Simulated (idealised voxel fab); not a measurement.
Herein follows the process module entitled voxel air gaps.
It is cross-section cut that appears here, measuring 210 nm in width, its square cells being 5 nm in size.
Throughout this document, each cross-section is represented as a grid of square cells and is presented as a sequence of bands enumerated from the top downward, where a band comprises one or more rows of cells.
The band entry comprises the height of the band's top followed by the height of its bottom, expressed in nm, and subsequently the band's materials from left to right, each stated together with its width in nm. Where a single material is marked with the word "throughout", that material fills the band from edge to edge. The word "blank" represents empty space.
The reference from which all heights are counted is 0, the level beneath which the as-received wafer is entirely one material; the lowest band, having no lower bound, proceeds downward and is written after the example "z 0 and below".
Width spec "30 to 40" -> top row of cells at first value, bottom row at second value, equal per-row change in between.
Where the words "stayed the same" appear for a step, the cross-section shows no cell changed by that step; every cell remained as before.
"Enclosed void entries" specifies each empty space that is not open to the top and that occupies no fewer than 8 cells, using the form width x height at distance, the distance measured from the left edge and all three quantities in nm.
Post-settings text on a step line: simulator's own remark regarding the step.
When a step includes a mask, the "overlay nm" setting on its line states how far to the right of its planned place that mask lay, and negative values state how far to the left.
[Planned step list for the process]
1,RECEIVE,material Si
2,CONFORMAL_DEP,material SiO2,thk nm 15
3,CONFORMAL_DEP,material SiCN,thk nm 5
4,DIRECTIONAL_DEP,material SiO2,thk nm 30
5,DIRECTIONAL_DEP,material aC,thk nm 10
6,PATTERN,tone open,mask id LINES,material resist,width nm 20,pitch nm 50,thk nm 30,overlay nm 0
7,DIRECTIONAL_ETCH,etch materials aC,depth nm 10
8,STRIP,etch materials resist
9,DIRECTIONAL_ETCH,etch materials SiO2,depth nm 30
10,STRIP,etch materials aC
11,CONFORMAL_DEP,material TiN,thk nm 5
12,FILL_DEP,material W,thk nm 5
13,CMP,height nm 50
14,EPI,material Ru,thk nm 10
15,SELECTIVE_ETCH,etch materials SiO2,depth nm 40
16,CONFORMAL_DEP,material SiCN,thk nm 5
[First of two wafers - as planned]
[Delivered wafer in cross-section: state after step 1]
	z 0 and below  Si throughout
	Enclosed void entries: none
[Step 2 done - wafer cross-section]
	z 15 to 0  SiO2 throughout
	Under the height 0 nothing was changed.
[Step 3 done - wafer cross-section]
	z 20 to 15  SiCN throughout
	Under the height 15 nothing was changed.
[Step 4 done - wafer cross-section]
	z 50 to 20  SiO2 throughout
	Under the height 20 nothing was changed.
[Step 5 done - wafer cross-section]
	z 60 to 50  aC throughout
	Under the height 50 nothing was changed.
[Step 6 done - wafer cross-section]
	z 90 to 60  resist=20 | blank=20 | resist=30 | blank=20 | resist=30 | blank=20 | resist=30 | blank=20 | resist=20
	Under the height 60 nothing was changed.
[Step 7 done - wafer cross-section]
	z 80 to 60  resist=20 | blank=20 | resist=30 | blank=20 | resist=30 | blank=20 | resist=30 | blank=20 | resist=20
	z 60 to 50  aC=20 | blank=20 | aC=30 | blank=20 | aC=30 | blank=20 | aC=30 | blank=20 | aC=20
	Under the height 50 nothing was changed.
[Step 8 done - wafer cross-section]
	z 60 to 50  aC=20 | blank=20 | aC=30 | blank=20 | aC=30 | blank=20 | aC=30 | blank=20 | aC=20
	Under the height 50 nothing was changed.
[Step 9 done - wafer cross-section]
	z 60 to 50  aC=20 | blank=20 | aC=30 | blank=20 | aC=30 | blank=20 | aC=30 | blank=20 | aC=20
	z 50 to 20  SiO2=20 | blank=20 | SiO2=30 | blank=20 | SiO2=30 | blank=20 | SiO2=30 | blank=20 | SiO2=20
	Under the height 20 nothing was changed.
[Step 10 done - wafer cross-section]
	z 50 to 20  SiO2=20 | blank=20 | SiO2=30 | blank=20 | SiO2=30 | blank=20 | SiO2=30 | blank=20 | SiO2=20
	Under the height 20 nothing was changed.
[Step 11 done - wafer cross-section]
	z 55 to 50  TiN=25 | blank=10 | TiN=40 | blank=10 | TiN=40 | blank=10 | TiN=40 | blank=10 | TiN=25
	z 50 to 25  SiO2=20 | TiN=5 | blank=10 | TiN=5 | SiO2=30 | TiN=5 | blank=10 | TiN=5 | SiO2=30 | TiN=5 | blank=10 | TiN=5 | SiO2=30 | TiN=5 | blank=10 | TiN=5 | SiO2=20
	z 25 to 20  SiO2=20 | TiN=20 | SiO2=30 | TiN=20 | SiO2=30 | TiN=20 | SiO2=30 | TiN=20 | SiO2=20
	Under the height 20 nothing was changed.
[Step 12 done - wafer cross-section]
	z 60 to 55  W throughout
	z 55 to 50  TiN=25 | W=10 | TiN=40 | W=10 | TiN=40 | W=10 | TiN=40 | W=10 | TiN=25
	z 50 to 25  SiO2=20 | TiN=5 | W=10 | TiN=5 | SiO2=30 | TiN=5 | W=10 | TiN=5 | SiO2=30 | TiN=5 | W=10 | TiN=5 | SiO2=30 | TiN=5 | W=10 | TiN=5 | SiO2=20
	Under the height 25 nothing was changed.
[Step 13 done - wafer cross-section]
	z 50 to 25  SiO2=20 | TiN=5 | W=10 | TiN=5 | SiO2=30 | TiN=5 | W=10 | TiN=5 | SiO2=30 | TiN=5 | W=10 | TiN=5 | SiO2=30 | TiN=5 | W=10 | TiN=5 | SiO2=20
	Under the height 25 nothing was changed.
[Step 14 done - wafer cross-section]
	z 60 to 50  blank=10 | Ru=40 | blank=10 | Ru=40 | blank=10 | Ru=40 | blank=10 | Ru=40 | blank=10
	Under the height 50 nothing was changed.
[Step 15 done - wafer cross-section]
	z 60 to 50  blank=10 | Ru=40 | blank=10 | Ru=40 | blank=10 | Ru=40 | blank=10 | Ru=40 | blank=10
	z 50 to 25  blank=20 | TiN=5 | W=10 | TiN=5 | blank=30 | TiN=5 | W=10 | TiN=5 | blank=30 | TiN=5 | W=10 | TiN=5 | blank=30 | TiN=5 | W=10 | TiN=5 | blank=20
	z 25 to 20  blank=20 | TiN=20 | blank=30 | TiN=20 | blank=30 | TiN=20 | blank=30 | TiN=20 | blank=20
	Under the height 20 nothing was changed.
[Step 16 done - wafer cross-section]
	z 65 to 60  blank=5 | SiCN=200 | blank=5
	z 60 to 50  blank=5 | SiCN=5 | Ru=40 | SiCN=10 | Ru=40 | SiCN=10 | Ru=40 | SiCN=10 | Ru=40 | SiCN=5 | blank=5
	z 50 to 45  blank=5 | SiCN=15 | TiN=5 | W=10 | TiN=5 | SiCN=30 | TiN=5 | W=10 | TiN=5 | SiCN=30 | TiN=5 | W=10 | TiN=5 | SiCN=30 | TiN=5 | W=10 | TiN=5 | SiCN=15 | blank=5
	z 45 to 25  blank=15 | SiCN=5 | TiN=5 | W=10 | TiN=5 | SiCN=5 | blank=20 | SiCN=5 | TiN=5 | W=10 | TiN=5 | SiCN=5 | blank=20 | SiCN=5 | TiN=5 | W=10 | TiN=5 | SiCN=5 | blank=20 | SiCN=5 | TiN=5 | W=10 | TiN=5 | SiCN=5 | blank=15
	z 25 to 20  SiCN=20 | TiN=20 | SiCN=30 | TiN=20 | SiCN=30 | TiN=20 | SiCN=30 | TiN=20 | SiCN=20
	Under the height 20 nothing was changed.
	Enclosed void entries: 20 x 20 at 45; 20 x 20 at 95; 20 x 20 at 145
[Second wafer, same starting conditions and recipe as the first, one mistake in executing it, nothing differs from the first up to and including step 5]
[when step 6 should have ended]
	z 90 to 60  resist=25 | blank=20 | resist=30 | blank=20 | resist=30 | blank=20 | resist=30 | blank=20 | resist=15
	Under the height 60 nothing was changed.
[when step 7 should have ended]
	z 80 to 60  resist=25 | blank=20 | resist=30 | blank=20 | resist=30 | blank=20 | resist=30 | blank=20 | resist=15
	z 60 to 50  aC=25 | blank=20 | aC=30 | blank=20 | aC=30 | blank=20 | aC=30 | blank=20 | aC=15
	Under the height 50 nothing was changed.
[when step 8 should have ended]
	z 60 to 50  aC=25 | blank=20 | aC=30 | blank=20 | aC=30 | blank=20 | aC=30 | blank=20 | aC=15
	Under the height 50 nothing was changed.
[when step 9 should have ended]
	z 60 to 50  aC=25 | blank=20 | aC=30 | blank=20 | aC=30 | blank=20 | aC=30 | blank=20 | aC=15
	z 50 to 20  SiO2=25 | blank=20 | SiO2=30 | blank=20 | SiO2=30 | blank=20 | SiO2=30 | blank=20 | SiO2=15
	Under the height 20 nothing was changed.
[when step 10 should have ended]
	z 50 to 20  SiO2=25 | blank=20 | SiO2=30 | blank=20 | SiO2=30 | blank=20 | SiO2=30 | blank=20 | SiO2=15
	Under the height 20 nothing was changed.
[when step 11 should have ended]
	z 55 to 50  TiN=30 | blank=10 | TiN=40 | blank=10 | TiN=40 | blank=10 | TiN=40 | blank=10 | TiN=20
	z 50 to 25  SiO2=25 | TiN=5 | blank=10 | TiN=5 | SiO2=30 | TiN=5 | blank=10 | TiN=5 | SiO2=30 | TiN=5 | blank=10 | TiN=5 | SiO2=30 | TiN=5 | blank=10 | TiN=5 | SiO2=15
	z 25 to 20  SiO2=25 | TiN=20 | SiO2=30 | TiN=20 | SiO2=30 | TiN=20 | SiO2=30 | TiN=20 | SiO2=15
	Under the height 20 nothing was changed.
[when step 12 should have ended]
	z 60 to 55  W throughout
	z 55 to 50  TiN=30 | W=10 | TiN=40 | W=10 | TiN=40 | W=10 | TiN=40 | W=10 | TiN=20
	z 50 to 25  SiO2=25 | TiN=5 | W=10 | TiN=5 | SiO2=30 | TiN=5 | W=10 | TiN=5 | SiO2=30 | TiN=5 | W=10 | TiN=5 | SiO2=30 | TiN=5 | W=10 | TiN=5 | SiO2=15
	Under the height 25 nothing was changed.
[when step 13 should have ended]
	z 50 to 25  SiO2=25 | TiN=5 | W=10 | TiN=5 | SiO2=30 | TiN=5 | W=10 | TiN=5 | SiO2=30 | TiN=5 | W=10 | TiN=5 | SiO2=30 | TiN=5 | W=10 | TiN=5 | SiO2=15
	Under the height 25 nothing was changed.
[when step 14 should have ended]
	z 60 to 50  blank=15 | Ru=40 | blank=10 | Ru=40 | blank=10 | Ru=40 | blank=10 | Ru=40 | blank=5
	Under the height 50 nothing was changed.
[when step 15 should have ended]
	z 60 to 50  blank=15 | Ru=40 | blank=10 | Ru=40 | blank=10 | Ru=40 | blank=10 | Ru=40 | blank=5
	z 50 to 25  blank=25 | TiN=5 | W=10 | TiN=5 | blank=30 | TiN=5 | W=10 | TiN=5 | blank=30 | TiN=5 | W=10 | TiN=5 | blank=30 | TiN=5 | W=10 | TiN=5 | blank=15
	z 25 to 20  blank=25 | TiN=20 | blank=30 | TiN=20 | blank=30 | TiN=20 | blank=30 | TiN=20 | blank=15
	Under the height 20 nothing was changed.
[when step 16 should have ended]
	z 65 to 60  blank=10 | SiCN=200
	z 60 to 50  blank=10 | SiCN=5 | Ru=40 | SiCN=10 | Ru=40 | SiCN=10 | Ru=40 | SiCN=10 | Ru=40 | SiCN=5
	z 50 to 45  blank=10 | SiCN=15 | TiN=5 | W=10 | TiN=5 | SiCN=30 | TiN=5 | W=10 | TiN=5 | SiCN=30 | TiN=5 | W=10 | TiN=5 | SiCN=30 | TiN=5 | W=10 | TiN=5 | SiCN=15
	z 45 to 25  blank=20 | SiCN=5 | TiN=5 | W=10 | TiN=5 | SiCN=5 | blank=20 | SiCN=5 | TiN=5 | W=10 | TiN=5 | SiCN=5 | blank=20 | SiCN=5 | TiN=5 | W=10 | TiN=5 | SiCN=5 | blank=20 | SiCN=5 | TiN=5 | W=10 | TiN=5 | SiCN=5 | blank=10
	z 25 to 20  SiCN=25 | TiN=20 | SiCN=30 | TiN=20 | SiCN=30 | TiN=20 | SiCN=30 | TiN=20 | SiCN=15
	Under the height 20 nothing was changed.
	Enclosed void entries: 20 x 20 at 50; 20 x 20 at 100; 20 x 20 at 150; 10 x 20 at 200
The mistake made against the process plan was this: step 6 was processed under conditions differing from the plan, specifically as PATTERN,tone open,mask id LINES,material resist,width nm 20,pitch nm 50,thk nm 30,overlay nm 5
At the close, every material occupies the same number of cells on the second wafer as on the first, only in different positions.
The closed voids present at the end amount to 3 for the first wafer and 4 for the second wafer.
